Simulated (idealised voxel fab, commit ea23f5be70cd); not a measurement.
The following is a process module called voxel wiring stack.
170 nm wide, 5 nm square cells: that's cross-section cut.
If you're reading a cross-section in this doc, picture square cells in a grid; it comes to you as bands, top ones listed first down to the bottom, and a band can be one or more rows of cells. Top, bottom (nm), then materials left to right with widths (nm); lone material tagged "edge to edge" fills the whole band edge to edge; "blank" = empty space. A quick word on heights: they are counted from 0, and under that level the wafer as it came to us is one material throughout. The lowest band is different from the rest in having no bottom; it simply continues downward, written as in "0 nm and below". A width such as "30->40" changes by the same amount from each row of cells to the next, from the band's top row to its bottom row. Step note "nothing was modified" = no cross-section cell changed. Reported under the label "Trapped cavities" are the empty spaces having no open way to the top and comprising 8 cells or more; the notation for each is width x height at distance, in which the distance is measured from the left edge and all three values are in nm. Text after the settings on a step's line: the simulator's own remark on that step. The optional step-line setting "overlay nm" applies to steps with a mask and quantifies how far to the right of its planned location the mask lay, a negative value indicating leftward placement. So the way this works: pairs, before and after one process step. The after picture only goes down to the lowest band that actually changed, nothing below. Step and its settings are under each pair. And watch out, pairs might come from different runs of this module, same starting wafer though, so a pair only follows on from the one above if its "Incoming structure" entry tells you so.
## Incoming structure
- 0 nm and below | Si edge to edge
- Trapped cavities: none
## Post-Step Cross-Section
- 15 nm to 0 nm | SiO2 edge to edge
- Note: structure below 0 unchanged.
- Trapped cavities: none
Which step turns the before cross-section above into the after cross-section? CONFORMAL_DEP | material SiO2 | thk nm 15
Incoming structure: It is represented by the cross-section appearing after the step of the pair directly above.
## Post-Step Cross-Section
- 20 nm to 15 nm | TiN edge to edge
- Note: structure below 15 unchanged.
- Trapped cavities: none
Which step turns the before cross-section above into the after cross-section? DIRECTIONAL_DEP | material TiN | thk nm 5
Incoming structure: It is represented by the cross-section appearing after the step of the pair directly above.
## Post-Step Cross-Section
- 35 nm to 20 nm | W edge to edge
- Note: structure below 20 unchanged.
- Trapped cavities: none
Which step turns the before cross-section above into the after cross-section? DIRECTIONAL_DEP | material W | thk nm 15
Incoming structure: It is represented by the cross-section appearing after the step of the pair directly above.
## Post-Step Cross-Section
- 50 nm to 35 nm | aC edge to edge
- Note: structure below 35 unchanged.
- Trapped cavities: none
Which step turns the before cross-section above into the after cross-section? DIRECTIONAL_DEP | material aC | thk nm 15
Incoming structure: It is represented by the cross-section appearing after the step of the pair directly above.
## Post-Step Cross-Section
- 85 nm to 50 nm | blank (30)  resist (25)  blank (15)  resist (25)  blank (15)  resist (25)  blank (35)
- Note: structure below 50 unchanged.
- Trapped cavities: none
Which step turns the before cross-section above into the after cross-section? PATTERN | tone cover | mask id METAL_1 | material resist | width nm 25 | pitch nm 40 | thk nm 35 | overlay nm 0
Incoming structure: It is represented by the cross-section appearing after the step of the pair directly above.
## Post-Step Cross-Section
- 70 nm to 50 nm | blank (30)  resist (25)  blank (15)  resist (25)  blank (15)  resist (25)  blank (35)
- 50 nm to 35 nm | blank (30)  aC (25)  blank (15)  aC (25)  blank (15)  aC (25)  blank (35)
- Note: structure below 35 unchanged.
- Trapped cavities: none
Which step turns the before cross-section above into the after cross-section? DIRECTIONAL_ETCH | etch materials aC | depth nm 15
Incoming structure: It is represented by the cross-section appearing after the step of the pair directly above.
## Post-Step Cross-Section
- 50 nm to 35 nm | blank (30)  aC (25)  blank (15)  aC (25)  blank (15)  aC (25)  blank (35)
- Note: structure below 35 unchanged.
- Trapped cavities: none
Which step turns the before cross-section above into the after cross-section? STRIP | etch materials resist
Incoming structure: It is represented by the cross-section appearing after the step of the pair directly above.
## Post-Step Cross-Section
- 50 nm to 35 nm | blank (30)  aC (25)  blank (15)  aC (25)  blank (15)  aC (25)  blank (35)
- 35 nm to 20 nm | blank (30)  W (25)  blank (15)  W (25)  blank (15)  W (25)  blank (35)
- Note: structure below 20 unchanged.
- Trapped cavities: none
Which step turns the before cross-section above into the after cross-section? DIRECTIONAL_ETCH | etch materials W | depth nm 15
Incoming structure: It is represented by the cross-section appearing after the step of the pair directly above.
## Post-Step Cross-Section
- 50 nm to 35 nm | blank (30)  aC (25)  blank (15)  aC (25)  blank (15)  aC (25)  blank (35)
- 35 nm to 20 nm | blank (30)  W (25)  blank (15)  W (25)  blank (15)  W (25)  blank (35)
- 20 nm to 15 nm | blank (30)  TiN (25)  blank (15)  TiN (25)  blank (15)  TiN (25)  blank (35)
- Note: structure below 15 unchanged.
- Trapped cavities: none
Which step turns the before cross-section above into the after cross-section? DIRECTIONAL_ETCH | etch materials TiN | depth nm 5
Incoming structure: It is represented by the cross-section appearing after the step of the pair directly above.
## Post-Step Cross-Section
- 35 nm to 20 nm | blank (30)  W (25)  blank (15)  W (25)  blank (15)  W (25)  blank (35)
- Note: structure below 20 unchanged.
- Trapped cavities: none
Which step turns the before cross-section above into the after cross-section? STRIP | etch materials aC
Incoming structure: It is represented by the cross-section appearing after the step of the pair directly above.
## Post-Step Cross-Section
- 40 nm to 35 nm | blank (25)  SiN (35)  blank (5)  SiN (35)  blank (5)  SiN (35)  blank (30)
- 35 nm to 20 nm | blank (25)  SiN (5)  W (25)  SiN (5)  blank (5)  SiN (5)  W (25)  SiN (5)  blank (5)  SiN (5)  W (25)  SiN (5)  blank (30)
- 20 nm to 15 nm | SiN (30)  TiN (25)  SiN (15)  TiN (25)  SiN (15)  TiN (25)  SiN (35)
- Note: structure below 15 unchanged.
- Trapped cavities: none
Which step turns the before cross-section above into the after cross-section? CONFORMAL_DEP | material SiN | thk nm 5
Incoming structure: It is represented by the cross-section appearing after the step of the pair directly above.
## Post-Step Cross-Section
- 45 nm to 40 nm | SiO2 edge to edge
- 40 nm to 35 nm | SiO2 (25)  SiN (35)  SiO2 (5)  SiN (35)  SiO2 (5)  SiN (35)  SiO2 (30)
- 35 nm to 20 nm | SiO2 (25)  SiN (5)  W (25)  SiN (5)  SiO2 (5)  SiN (5)  W (25)  SiN (5)  SiO2 (5)  SiN (5)  W (25)  SiN (5)  SiO2 (30)
- Note: structure below 20 unchanged.
- Trapped cavities: none
Which step turns the before cross-section above into the after cross-section? FILL_DEP | material SiO2 | thk nm 5
Incoming structure: It is represented by the cross-section appearing after the step of the pair directly above.
## Post-Step Cross-Section
- 35 nm to 20 nm | SiO2 (25)  SiN (5)  W (25)  SiN (5)  SiO2 (5)  SiN (5)  W (25)  SiN (5)  SiO2 (5)  SiN (5)  W (25)  SiN (5)  SiO2 (30)
- Note: structure below 20 unchanged.
- Trapped cavities: none
Which step turns the before cross-section above into the after cross-section? CMP | height nm 35
Incoming structure: It is represented by the cross-section appearing after the step of the pair directly above.
## Post-Step Cross-Section
- 40 nm to 35 nm | SiCN edge to edge
- Note: structure below 35 unchanged.
- Trapped cavities: none
Which step turns the before cross-section above into the after cross-section? CONFORMAL_DEP | material SiCN | thk nm 5
Incoming structure: It is represented by the cross-section appearing after the step of the pair directly above.
## Post-Step Cross-Section
- 65 nm to 40 nm | SiO2 edge to edge
- Note: structure below 40 unchanged.
- Trapped cavities: none
Which step turns the before cross-section above into the after cross-section? DIRECTIONAL_DEP | material SiO2 | thk nm 25
Incoming structure: It is represented by the cross-section appearing after the step of the pair directly above.
## Post-Step Cross-Section
- 80 nm to 65 nm | aC edge to edge
- Note: structure below 65 unchanged.
- Trapped cavities: none
Which step turns the before cross-section above into the after cross-section? DIRECTIONAL_DEP | material aC | thk nm 15
Incoming structure: It is represented by the cross-section appearing after the step of the pair directly above.
## Post-Step Cross-Section
- 110 nm to 80 nm | resist (30)  blank (25)  resist (15)  blank (25)  resist (15)  blank (25)  resist (35)
- Note: structure below 80 unchanged.
- Trapped cavities: none
Which step turns the before cross-section above into the after cross-section? PATTERN | tone open | mask id METAL_2 | material resist | width nm 25 | pitch nm 40 | thk nm 30 | overlay nm 0
Incoming structure: It is represented by the cross-section appearing after the step of the pair directly above.
## Post-Step Cross-Section
- 95 nm to 80 nm | resist (30)  blank (25)  resist (15)  blank (25)  resist (15)  blank (25)  resist (35)
- 80 nm to 65 nm | aC (30)  blank (25)  aC (15)  blank (25)  aC (15)  blank (25)  aC (35)
- Note: structure below 65 unchanged.
- Trapped cavities: none
Which step turns the before cross-section above into the after cross-section? DIRECTIONAL_ETCH | etch materials aC | depth nm 15
Incoming structure: It is represented by the cross-section appearing after the step of the pair directly above.
## Post-Step Cross-Section
- 80 nm to 65 nm | aC (30)  blank (25)  aC (15)  blank (25)  aC (15)  blank (25)  aC (35)
- Note: structure below 65 unchanged.
- Trapped cavities: none
Which step turns the before cross-section above into the after cross-section? STRIP | etch materials resist
Incoming structure: It is represented by the cross-section appearing after the step of the pair directly above.
## Post-Step Cross-Section
- 80 nm to 65 nm | aC (30)  blank (25)  aC (15)  blank (25)  aC (15)  blank (25)  aC (35)
- 65 nm to 50 nm | SiO2 (30)  blank (25)  SiO2 (15)  blank (25)  SiO2 (15)  blank (25)  SiO2 (35)
- Note: structure below 50 unchanged.
- Trapped cavities: none
Which step turns the before cross-section above into the after cross-section? DIRECTIONAL_ETCH | etch materials SiO2 | depth nm 15
Incoming structure: It is represented by the cross-section appearing after the step of the pair directly above.
## Post-Step Cross-Section
- 65 nm to 50 nm | SiO2 (30)  blank (25)  SiO2 (15)  blank (25)  SiO2 (15)  blank (25)  SiO2 (35)
- Note: structure below 50 unchanged.
- Trapped cavities: none
Which step turns the before cross-section above into the after cross-section? STRIP | etch materials aC
Incoming structure: It is represented by the cross-section appearing after the step of the pair directly above.
## Post-Step Cross-Section
- 75 nm to 65 nm | aC (30)  blank (25)  aC (15)  blank (25)  aC (15)  blank (25)  aC (35)
- 65 nm to 60 nm | SiO2 (30)  blank (25)  SiO2 (15)  blank (25)  SiO2 (15)  blank (25)  SiO2 (35)
- 60 nm to 50 nm | SiO2 (30)  aC (25)  SiO2 (15)  aC (25)  SiO2 (15)  aC (25)  SiO2 (35)
- Note: structure below 50 unchanged.
- Trapped cavities: none
Which step turns the before cross-section above into the after cross-section? DIRECTIONAL_DEP | material aC | thk nm 10
Incoming structure: It is represented by the cross-section appearing after the step of the pair directly above.
## Post-Step Cross-Section
- 105 nm to 75 nm | resist (30)  blank (15)  resist (65)  blank (15)  resist (45)
- 75 nm to 65 nm | aC (30)  blank (15)  resist (10)  aC (15)  resist (25)  aC (15)  blank (15)  resist (10)  aC (35)
- 65 nm to 60 nm | SiO2 (30)  blank (15)  resist (10)  SiO2 (15)  resist (25)  SiO2 (15)  blank (15)  resist (10)  SiO2 (35)
- Note: structure below 60 unchanged.
- Trapped cavities: none
Which step turns the before cross-section above into the after cross-section? PATTERN | tone open | mask id METAL_2_HOLES | material resist | width nm 15 | pitch nm 80 | thk nm 30 | overlay nm 0
Incoming structure: It is represented by the cross-section appearing after the step of the pair directly above.
## Post-Step Cross-Section
- 95 nm to 75 nm | resist (30)  blank (15)  resist (65)  blank (15)  resist (45)
- 75 nm to 65 nm | aC (30)  blank (15)  resist (10)  aC (15)  resist (25)  aC (15)  blank (15)  resist (10)  aC (35)
- 65 nm to 60 nm | SiO2 (30)  blank (15)  resist (10)  SiO2 (15)  resist (25)  SiO2 (15)  blank (15)  resist (10)  SiO2 (35)
- 60 nm to 50 nm | SiO2 (30)  blank (15)  aC (10)  SiO2 (15)  aC (25)  SiO2 (15)  blank (15)  aC (10)  SiO2 (35)
- Note: structure below 50 unchanged.
- Trapped cavities: none
Which step turns the before cross-section above into the after cross-section? DIRECTIONAL_ETCH | etch materials aC | depth nm 10
Incoming structure: It is represented by the cross-section appearing after the step of the pair directly above.
## Post-Step Cross-Section
- 75 nm to 65 nm | aC (30)  blank (25)  aC (15)  blank (25)  aC (15)  blank (25)  aC (35)
- 65 nm to 60 nm | SiO2 (30)  blank (25)  SiO2 (15)  blank (25)  SiO2 (15)  blank (25)  SiO2 (35)
- Note: structure below 60 unchanged.
- Trapped cavities: none
Which step turns the before cross-section above into the after cross-section? STRIP | etch materials resist
Incoming structure: It is represented by the cross-section appearing after the step of the pair directly above.
## Post-Step Cross-Section
- 75 nm to 65 nm | aC (30)  blank (25)  aC (15)  blank (25)  aC (15)  blank (25)  aC (35)
- 65 nm to 60 nm | SiO2 (30)  blank (25)  SiO2 (15)  blank (25)  SiO2 (15)  blank (25)  SiO2 (35)
- 60 nm to 50 nm | SiO2 (30)  blank (15)  aC (10)  SiO2 (15)  aC (25)  SiO2 (15)  blank (15)  aC (10)  SiO2 (35)
- 50 nm to 40 nm | SiO2 (30)  blank (15)  SiO2 (65)  blank (15)  SiO2 (45)
- Note: structure below 40 unchanged.
- Trapped cavities: none
Which step turns the before cross-section above into the after cross-section? DIRECTIONAL_ETCH | etch materials SiO2 | depth nm 10
Incoming structure: It is represented by the cross-section appearing after the step of the pair directly above.
## Post-Step Cross-Section
- 75 nm to 65 nm | aC (30)  blank (25)  aC (15)  blank (25)  aC (15)  blank (25)  aC (35)
- 65 nm to 60 nm | SiO2 (30)  blank (25)  SiO2 (15)  blank (25)  SiO2 (15)  blank (25)  SiO2 (35)
- 60 nm to 50 nm | SiO2 (30)  blank (15)  aC (10)  SiO2 (15)  aC (25)  SiO2 (15)  blank (15)  aC (10)  SiO2 (35)
- 50 nm to 40 nm | SiO2 (30)  blank (15)  SiO2 (65)  blank (15)  SiO2 (45)
- 40 nm to 35 nm | SiCN (30)  blank (15)  SiCN (65)  blank (15)  SiCN (45)
- Note: structure below 35 unchanged.
- Trapped cavities: none
Which step turns the before cross-section above into the after cross-section? DIRECTIONAL_ETCH | etch materials SiCN | depth nm 5
Incoming structure: It is represented by the cross-section appearing after the step of the pair directly above.
## Post-Step Cross-Section
- 65 nm to 50 nm | SiO2 (30)  blank (25)  SiO2 (15)  blank (25)  SiO2 (15)  blank (25)  SiO2 (35)
- Note: structure below 50 unchanged.
- Trapped cavities: none
Which step turns the before cross-section above into the after cross-section? STRIP | etch materials aC
Incoming structure: It is represented by the cross-section appearing after the step of the pair directly above.
## Post-Step Cross-Section
- 70 nm to 65 nm | TiN (35)  blank (15)  TiN (25)  blank (15)  TiN (25)  blank (15)  TiN (40)
- 65 nm to 55 nm | SiO2 (30)  TiN (5)  blank (15)  TiN (5)  SiO2 (15)  TiN (5)  blank (15)  TiN (5)  SiO2 (15)  TiN (5)  blank (15)  TiN (5)  SiO2 (35)
- 55 nm to 50 nm | SiO2 (30)  TiN (5)  blank (5)  TiN (15)  SiO2 (15)  TiN (25)  SiO2 (15)  TiN (5)  blank (5)  TiN (15)  SiO2 (35)
- 50 nm to 40 nm | SiO2 (30)  TiN (5)  blank (5)  TiN (5)  SiO2 (65)  TiN (5)  blank (5)  TiN (5)  SiO2 (45)
- 40 nm to 35 nm | SiCN (30)  TiN (15)  SiCN (65)  TiN (15)  SiCN (45)
- Note: structure below 35 unchanged.
- Trapped cavities: none
Which step turns the before cross-section above into the after cross-section? CONFORMAL_DEP | material TiN | thk nm 5
Incoming structure: It is represented by the cross-section appearing after the step of the pair directly above.
## Post-Step Cross-Section
- 75 nm to 70 nm | Cu edge to edge
- 70 nm to 65 nm | TiN (35)  Cu (15)  TiN (25)  Cu (15)  TiN (25)  Cu (15)  TiN (40)
- 65 nm to 55 nm | SiO2 (30)  TiN (5)  Cu (15)  TiN (5)  SiO2 (15)  TiN (5)  Cu (15)  TiN (5)  SiO2 (15)  TiN (5)  Cu (15)  TiN (5)  SiO2 (35)
- 55 nm to 50 nm | SiO2 (30)  TiN (5)  Cu (5)  TiN (15)  SiO2 (15)  TiN (25)  SiO2 (15)  TiN (5)  Cu (5)  TiN (15)  SiO2 (35)
- 50 nm to 40 nm | SiO2 (30)  TiN (5)  Cu (5)  TiN (5)  SiO2 (65)  TiN (5)  Cu (5)  TiN (5)  SiO2 (45)
- Note: structure below 40 unchanged.
- Trapped cavities: none
Which step turns the before cross-section above into the after cross-section? FILL_DEP | material Cu | thk nm 5
Incoming structure: It is represented by the cross-section appearing after the step of the pair directly above.
## Post-Step Cross-Section
- 65 nm to 55 nm | SiO2 (30)  TiN (5)  Cu (15)  TiN (5)  SiO2 (15)  TiN (5)  Cu (15)  TiN (5)  SiO2 (15)  TiN (5)  Cu (15)  TiN (5)  SiO2 (35)
- Note: structure below 55 unchanged.
- Trapped cavities: none
Which step turns the before cross-section above into the after cross-section? CMP | height nm 65
Incoming structure: It is represented by the cross-section appearing after the step of the pair directly above.
## Post-Step Cross-Section
- 70 nm to 65 nm | SiCN edge to edge
- Note: structure below 65 unchanged.
- Trapped cavities: none
Which step turns the before cross-section above into the after cross-section? CONFORMAL_DEP | material SiCN | thk nm 5
Incoming structure: It is represented by the cross-section appearing after the step of the pair directly above.
## Post-Step Cross-Section
- 95 nm to 70 nm | lowk edge to edge
- Note: structure below 70 unchanged.
- Trapped cavities: none
Which step turns the before cross-section above into the after cross-section? DIRECTIONAL_DEP | material lowk | thk nm 25
Incoming structure: It is represented by the cross-section appearing after the step of the pair directly above.
## Post-Step Cross-Section
- 95 nm to 80 nm | lowk (30)  blank (25)  lowk (15)  blank (25)  lowk (15)  blank (25)  lowk (35)
- Note: structure below 80 unchanged.
- Trapped cavities: none
Which step turns the before cross-section above into the after cross-section? MASKED_ETCH | tone open | mask id METAL_3 | width nm 25 | pitch nm 40 | etch materials lowk | depth nm 15 | overlay nm 0
Incoming structure: It is represented by the cross-section appearing after the step of the pair directly above.
## Post-Step Cross-Section
- 95 nm to 80 nm | lowk (30)  blank (25)  lowk (15)  blank (25)  lowk (15)  blank (25)  lowk (35)
- 80 nm to 70 nm | lowk (30)  blank (15)  lowk (25)  blank (15)  lowk (25)  blank (15)  lowk (45)
- Note: structure below 70 unchanged.
- Trapped cavities: none
Which step turns the before cross-section above into the after cross-section? MASKED_ETCH | tone open | mask id METAL_3_HOLES | width nm 15 | pitch nm 40 | etch materials lowk | depth nm 10 | overlay nm 0
Incoming structure: It is represented by the cross-section appearing after the step of the pair directly above.
## Post-Step Cross-Section
- 95 nm to 80 nm | lowk (30)  blank (25)  lowk (15)  blank (25)  lowk (15)  blank (25)  lowk (35)
- 80 nm to 70 nm | lowk (30)  blank (15)  lowk (25)  blank (15)  lowk (25)  blank (15)  lowk (45)
- 70 nm to 65 nm | SiCN (30)  blank (15)  SiCN (25)  blank (15)  SiCN (25)  blank (15)  SiCN (45)
- Note: structure below 65 unchanged.
- Trapped cavities: none
Which step turns the before cross-section above into the after cross-section? MASKED_ETCH | tone open | mask id METAL_3_HOLES | width nm 15 | pitch nm 40 | etch materials SiCN | depth nm 5 | overlay nm 0
Incoming structure: It is represented by the cross-section appearing after the step of the pair directly above.
## Post-Step Cross-Section
- 100 nm to 95 nm | TiN (35)  blank (15)  TiN (25)  blank (15)  TiN (25)  blank (15)  TiN (40)
- 95 nm to 85 nm | lowk (30)  TiN (5)  blank (15)  TiN (5)  lowk (15)  TiN (5)  blank (15)  TiN (5)  lowk (15)  TiN (5)  blank (15)  TiN (5)  lowk (35)
- 85 nm to 80 nm | lowk (30)  TiN (5)  blank (5)  TiN (15)  lowk (15)  TiN (5)  blank (5)  TiN (15)  lowk (15)  TiN (5)  blank (5)  TiN (15)  lowk (35)
- 80 nm to 70 nm | lowk (30)  TiN (5)  blank (5)  TiN (5)  lowk (25)  TiN (5)  blank (5)  TiN (5)  lowk (25)  TiN (5)  blank (5)  TiN (5)  lowk (45)
- 70 nm to 65 nm | SiCN (30)  TiN (15)  SiCN (25)  TiN (15)  SiCN (25)  TiN (15)  SiCN (45)
- Note: structure below 65 unchanged.
- Trapped cavities: none
Which step turns the before cross-section above into the after cross-section? CONFORMAL_DEP | material TiN | thk nm 5
Incoming structure: It is represented by the cross-section appearing after the step of the pair directly above.
## Post-Step Cross-Section
- 110 nm to 100 nm | Cu edge to edge
- 100 nm to 95 nm | TiN (35)  Cu (15)  TiN (25)  Cu (15)  TiN (25)  Cu (15)  TiN (40)
- 95 nm to 85 nm | lowk (30)  TiN (5)  Cu (15)  TiN (5)  lowk (15)  TiN (5)  Cu (15)  TiN (5)  lowk (15)  TiN (5)  Cu (15)  TiN (5)  lowk (35)
- 85 nm to 80 nm | lowk (30)  TiN (5)  Cu (5)  TiN (15)  lowk (15)  TiN (5)  Cu (5)  TiN (15)  lowk (15)  TiN (5)  Cu (5)  TiN (15)  lowk (35)
- 80 nm to 70 nm | lowk (30)  TiN (5)  Cu (5)  TiN (5)  lowk (25)  TiN (5)  Cu (5)  TiN (5)  lowk (25)  TiN (5)  Cu (5)  TiN (5)  lowk (45)
- Note: structure below 70 unchanged.
- Trapped cavities: none
Which step turns the before cross-section above into the after cross-section? FILL_DEP | material Cu | thk nm 10
Incoming structure: It is represented by the cross-section appearing after the step of the pair directly above.
## Post-Step Cross-Section
- 95 nm to 85 nm | lowk (30)  TiN (5)  Cu (15)  TiN (5)  lowk (15)  TiN (5)  Cu (15)  TiN (5)  lowk (15)  TiN (5)  Cu (15)  TiN (5)  lowk (35)
- Note: structure below 85 unchanged.
- Trapped cavities: none
Which step turns the before cross-section above into the after cross-section? CMP | height nm 95
Incoming structure: It is represented by the cross-section appearing after the step of the pair directly above.
## Post-Step Cross-Section
- 100 nm to 95 nm | SiN edge to edge
- Note: structure below 95 unchanged.
- Trapped cavities: none
Which step turns the before cross-section above into the after cross-section? CONFORMAL_DEP | material SiN | thk nm 5
## Incoming structure
- 110 nm to 100 nm | Cu edge to edge
- 100 nm to 95 nm | TiN (35)  Cu (15)  TiN (25)  Cu (15)  TiN (25)  Cu (15)  TiN (40)
- 95 nm to 85 nm | lowk (30)  TiN (5)  Cu (15)  TiN (5)  lowk (15)  TiN (5)  Cu (15)  TiN (5)  lowk (15)  TiN (5)  Cu (15)  TiN (5)  lowk (35)
- 85 nm to 80 nm | lowk (30)  TiN (5)  Cu (5)  TiN (15)  lowk (15)  TiN (5)  Cu (5)  TiN (15)  lowk (15)  TiN (5)  Cu (5)  TiN (15)  lowk (35)
- 80 nm to 70 nm | lowk (30)  TiN (5)  Cu (5)  TiN (5)  lowk (25)  TiN (5)  Cu (5)  TiN (5)  lowk (25)  TiN (5)  Cu (5)  TiN (5)  lowk (45)
- 70 nm to 65 nm | SiCN (30)  TiN (15)  SiCN (25)  TiN (15)  SiCN (25)  TiN (15)  SiCN (45)
- 65 nm to 55 nm | SiO2 (30)  TiN (5)  Cu (15)  TiN (5)  SiO2 (15)  TiN (5)  Cu (15)  TiN (5)  SiO2 (15)  TiN (5)  Cu (15)  TiN (5)  SiO2 (35)
- 55 nm to 50 nm | SiO2 (30)  TiN (5)  Cu (5)  TiN (15)  SiO2 (15)  TiN (25)  SiO2 (15)  TiN (5)  Cu (5)  TiN (15)  SiO2 (35)
- 50 nm to 40 nm | SiO2 (30)  TiN (5)  Cu (5)  TiN (5)  SiO2 (65)  TiN (5)  Cu (5)  TiN (5)  SiO2 (45)
- 40 nm to 35 nm | SiCN (30)  TiN (15)  SiCN (65)  TiN (15)  SiCN (45)
- 35 nm to 20 nm | SiO2 (25)  SiN (5)  W (25)  SiN (5)  SiO2 (5)  SiN (5)  W (25)  SiN (5)  SiO2 (5)  SiN (5)  W (25)  SiN (5)  SiO2 (30)
- 20 nm to 15 nm | SiN (30)  TiN (25)  SiN (15)  TiN (25)  SiN (15)  TiN (25)  SiN (35)
- 15 nm to 0 nm | SiO2 edge to edge
- 0 nm and below | Si edge to edge
- Trapped cavities: none
## Post-Step Cross-Section
- 115 nm to 110 nm | SiN edge to edge
- Note: structure below 110 unchanged.
- Trapped cavities: none
Which step turns the before cross-section above into the after cross-section? CONFORMAL_DEP | material SiN | thk nm 5
## Incoming structure
- 15 nm to 0 nm | SiO2 edge to edge
- 0 nm and below | Si edge to edge
- Trapped cavities: none
## Post-Step Cross-Section
- 30 nm to 0 nm | SiO2 edge to edge
- Note: structure below 0 unchanged.
- Trapped cavities: none
Which step turns the before cross-section above into the after cross-section? CONFORMAL_DEP | material SiO2 | thk nm 15
Incoming structure: It is represented by the cross-section appearing after the step of the pair directly above.
## Post-Step Cross-Section
- 35 nm to 30 nm | TiN edge to edge
- Note: structure below 30 unchanged.
- Trapped cavities: none
Which step turns the before cross-section above into the after cross-section? DIRECTIONAL_DEP | material TiN | thk nm 5
Incoming structure: It is represented by the cross-section appearing after the step of the pair directly above.
## Post-Step Cross-Section
- 50 nm to 35 nm | W edge to edge
- Note: structure below 35 unchanged.
- Trapped cavities: none
Which step turns the before cross-section above into the after cross-section? DIRECTIONAL_DEP | material W | thk nm 15
Incoming structure: It is represented by the cross-section appearing after the step of the pair directly above.
## Post-Step Cross-Section
- 65 nm to 50 nm | aC edge to edge
- Note: structure below 50 unchanged.
- Trapped cavities: none
Which step turns the before cross-section above into the after cross-section? DIRECTIONAL_DEP | material aC | thk nm 15
Incoming structure: It is represented by the cross-section appearing after the step of the pair directly above.
## Post-Step Cross-Section
- 100 nm to 65 nm | blank (30)  resist (25)  blank (15)  resist (25)  blank (15)  resist (25)  blank (35)
- Note: structure below 65 unchanged.
- Trapped cavities: none
Which step turns the before cross-section above into the after cross-section? PATTERN | tone cover | mask id METAL_1 | material resist | width nm 25 | pitch nm 40 | thk nm 35 | overlay nm 0
Incoming structure: It is represented by the cross-section appearing after the step of the pair directly above.
## Post-Step Cross-Section
- 85 nm to 65 nm | blank (30)  resist (25)  blank (15)  resist (25)  blank (15)  resist (25)  blank (35)
- 65 nm to 50 nm | blank (30)  aC (25)  blank (15)  aC (25)  blank (15)  aC (25)  blank (35)
- Note: structure below 50 unchanged.
- Trapped cavities: none
Which step turns the before cross-section above into the after cross-section? DIRECTIONAL_ETCH | etch materials aC | depth nm 15
Incoming structure: It is represented by the cross-section appearing after the step of the pair directly above.
## Post-Step Cross-Section
- 65 nm to 50 nm | blank (30)  aC (25)  blank (15)  aC (25)  blank (15)  aC (25)  blank (35)
- Note: structure below 50 unchanged.
- Trapped cavities: none
Which step turns the before cross-section above into the after cross-section? STRIP | etch materials resist
Incoming structure: It is represented by the cross-section appearing after the step of the pair directly above.
## Post-Step Cross-Section
- 65 nm to 50 nm | blank (30)  aC (25)  blank (15)  aC (25)  blank (15)  aC (25)  blank (35)
- 50 nm to 35 nm | blank (30)  W (25)  blank (15)  W (25)  blank (15)  W (25)  blank (35)
- Note: structure below 35 unchanged.
- Trapped cavities: none
Which step turns the before cross-section above into the after cross-section? DIRECTIONAL_ETCH | etch materials W | depth nm 15
Incoming structure: It is represented by the cross-section appearing after the step of the pair directly above.
## Post-Step Cross-Section
- 65 nm to 50 nm | blank (30)  aC (25)  blank (15)  aC (25)  blank (15)  aC (25)  blank (35)
- 50 nm to 35 nm | blank (30)  W (25)  blank (15)  W (25)  blank (15)  W (25)  blank (35)
- 35 nm to 30 nm | blank (30)  TiN (25)  blank (15)  TiN (25)  blank (15)  TiN (25)  blank (35)
- Note: structure below 30 unchanged.
- Trapped cavities: none
Which step turns the before cross-section above into the after cross-section? DIRECTIONAL_ETCH | etch materials TiN | depth nm 5
Incoming structure: It is represented by the cross-section appearing after the step of the pair directly above.
## Post-Step Cross-Section
- 50 nm to 35 nm | blank (30)  W (25)  blank (15)  W (25)  blank (15)  W (25)  blank (35)
- Note: structure below 35 unchanged.
- Trapped cavities: none
Which step turns the before cross-section above into the after cross-section? STRIP | etch materials aC
Incoming structure: It is represented by the cross-section appearing after the step of the pair directly above.
## Post-Step Cross-Section
- 55 nm to 50 nm | blank (25)  SiN (35)  blank (5)  SiN (35)  blank (5)  SiN (35)  blank (30)
- 50 nm to 35 nm | blank (25)  SiN (5)  W (25)  SiN (5)  blank (5)  SiN (5)  W (25)  SiN (5)  blank (5)  SiN (5)  W (25)  SiN (5)  blank (30)
- 35 nm to 30 nm | SiN (30)  TiN (25)  SiN (15)  TiN (25)  SiN (15)  TiN (25)  SiN (35)
- Note: structure below 30 unchanged.
- Trapped cavities: none
Which step turns the before cross-section above into the after cross-section? CONFORMAL_DEP | material SiN | thk nm 5
Incoming structure: It is represented by the cross-section appearing after the step of the pair directly above.
## Post-Step Cross-Section
- 60 nm to 55 nm | SiO2 edge to edge
- 55 nm to 50 nm | SiO2 (25)  SiN (35)  SiO2 (5)  SiN (35)  SiO2 (5)  SiN (35)  SiO2 (30)
- 50 nm to 35 nm | SiO2 (25)  SiN (5)  W (25)  SiN (5)  SiO2 (5)  SiN (5)  W (25)  SiN (5)  SiO2 (5)  SiN (5)  W (25)  SiN (5)  SiO2 (30)
- Note: structure below 35 unchanged.
- Trapped cavities: none
Which step turns the before cross-section above into the after cross-section? FILL_DEP | material SiO2 | thk nm 5
Incoming structure: It is represented by the cross-section appearing after the step of the pair directly above.
## Post-Step Cross-Section
- 35 nm to 30 nm | SiN (30)  TiN (25)  SiN (15)  TiN (25)  SiN (15)  TiN (25)  SiN (35)
- Note: structure below 30 unchanged.
- Trapped cavities: none
Which step turns the before cross-section above into the after cross-section? CMP | height nm 35
Incoming structure: It is represented by the cross-section appearing after the step of the pair directly above.
## Post-Step Cross-Section
- 40 nm to 35 nm | SiCN edge to edge
- Note: structure below 35 unchanged.
- Trapped cavities: none
Which step turns the before cross-section above into the after cross-section? CONFORMAL_DEP | material SiCN | thk nm 5
Incoming structure: It is represented by the cross-section appearing after the step of the pair directly above.
## Post-Step Cross-Section
- 65 nm to 40 nm | SiO2 edge to edge
- Note: structure below 40 unchanged.
- Trapped cavities: none
Which step turns the before cross-section above into the after cross-section? DIRECTIONAL_DEP | material SiO2 | thk nm 25
Incoming structure: It is represented by the cross-section appearing after the step of the pair directly above.
## Post-Step Cross-Section
- 80 nm to 65 nm | aC edge to edge
- Note: structure below 65 unchanged.
- Trapped cavities: none
Which step turns the before cross-section above into the after cross-section? DIRECTIONAL_DEP | material aC | thk nm 15
Incoming structure: It is represented by the cross-section appearing after the step of the pair directly above.
## Post-Step Cross-Section
- 110 nm to 80 nm | resist (30)  blank (25)  resist (15)  blank (25)  resist (15)  blank (25)  resist (35)
- Note: structure below 80 unchanged.
- Trapped cavities: none
Which step turns the before cross-section above into the after cross-section? PATTERN | tone open | mask id METAL_2 | material resist | width nm 25 | pitch nm 40 | thk nm 30 | overlay nm 0
Incoming structure: It is represented by the cross-section appearing after the step of the pair directly above.
## Post-Step Cross-Section
- 95 nm to 80 nm | resist (30)  blank (25)  resist (15)  blank (25)  resist (15)  blank (25)  resist (35)
- 80 nm to 65 nm | aC (30)  blank (25)  aC (15)  blank (25)  aC (15)  blank (25)  aC (35)
- Note: structure below 65 unchanged.
- Trapped cavities: none
Which step turns the before cross-section above into the after cross-section? DIRECTIONAL_ETCH | etch materials aC | depth nm 15
